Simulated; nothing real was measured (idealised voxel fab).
Process module in this document: voxel fin reveal
FYI the section here is cut, 160 nm wide, cells are 5 nm squares.
For the purposes of this document, a cross-section shall be understood as a grid of square cells, specified as bands listed in top-to-bottom order, each band consisting of one or more rows of cells. Quick guide to a band line: top height, bottom height (nm) up front; then every material left to right with its width in nm. Only one material and it's marked "everywhere"? Then it fills the band edge to edge. And "blank" just means empty space. The level at which height equals 0 is the one under which the wafer, as it arrives, is entirely one material. No lower edge exists for the bottom band, which continues downward and is notated as in "0..down". The two numbers in a width such as "30->40" mark its ends across the band: the first belongs to the top row of cells, the second to the bottom row, and from each row to the next the width moves by the same amount. Basically "remained unchanged" means that step didn't change any cell in the cross-section. Reported under the label "Closed cavity list" are the empty spaces having no open way to the top and comprising 8 cells or more; the notation for each is width x height at distance, in which the distance is measured from the left edge and all three values are in nm. The remark found on a step's line after its settings is issued by the simulator itself and pertains to that step. Each step line may optionally specify "overlay nm", which for a step with a mask gives the rightward distance between the mask's planned place and where it lay, a negative value indicating the leftward direction.
Below is the list of planned process steps
step 1: RECEIVE: material Si
step 2: CONFORMAL_DEP: material SiN, thk nm 10
step 3: PATTERN: tone cover, mask id FINS, material resist, width nm 15, pitch nm 40, thk nm 20, overlay nm 0
step 4: DIRECTIONAL_ETCH: etch materials SiN, depth nm 10
step 5: DIRECTIONAL_ETCH: etch materials Si, depth nm 30
step 6: STRIP: etch materials resist
step 7: OXIDIZE: depth nm 5
step 8: FILL_DEP: material SiO2, thk nm 5
step 9: CMP: height nm 10
step 10: SELECTIVE_ETCH: etch materials SiO2, depth nm 25
step 11: STRIP: etch materials SiN
step 12: CONFORMAL_DEP: material HfO2, thk nm 5
As received (post step 1): cross-section
* 0..down = Si everywhere
* Closed cavity list: none
This is how the wafer looks in cross-section once the module is done, given the starting state and plan above and one mistake in carrying the plan out
* 5..0 = blank: 30 / HfO2: 15 / blank: 25 / HfO2: 15 / blank: 25 / HfO2: 15 / blank: 35
* 0..-10 = blank: 30 / HfO2: 5 / Si: 5 / HfO2: 5 / blank: 25 / HfO2: 5 / Si: 5 / HfO2: 5 / blank: 25 / HfO2: 5 / Si: 5 / HfO2: 5 / blank: 35
* -10..-15 = HfO2: 10 / blank: 20 / HfO2: 5 / Si: 5 / HfO2: 5 / blank: 25 / HfO2: 5 / Si: 5 / HfO2: 5 / blank: 25 / HfO2: 5 / Si: 5 / HfO2: 5 / blank: 20 / HfO2: 15
* -15..-20 = SiO2: 5 / HfO2: 5 / blank: 20 / HfO2: 5 / Si: 5 / HfO2: 5 / blank: 25 / HfO2: 5 / Si: 5 / HfO2: 5 / blank: 25 / HfO2: 5 / Si: 5 / HfO2: 5 / blank: 20 / HfO2: 5 / SiO2: 10
* -20..-25 = SiO2: 5 / HfO2: 30 / Si: 5 / HfO2: 35 / Si: 5 / HfO2: 35 / Si: 5 / HfO2: 30 / SiO2: 10
* -25..-35 = SiO2: 35 / Si: 5 / SiO2: 35 / Si: 5 / SiO2: 35 / Si: 5 / SiO2: 40
* -35..down = Si everywhere
* Closed cavity list: none
What went wrong in running the wafer? plan steps 10 and 11 run swapped
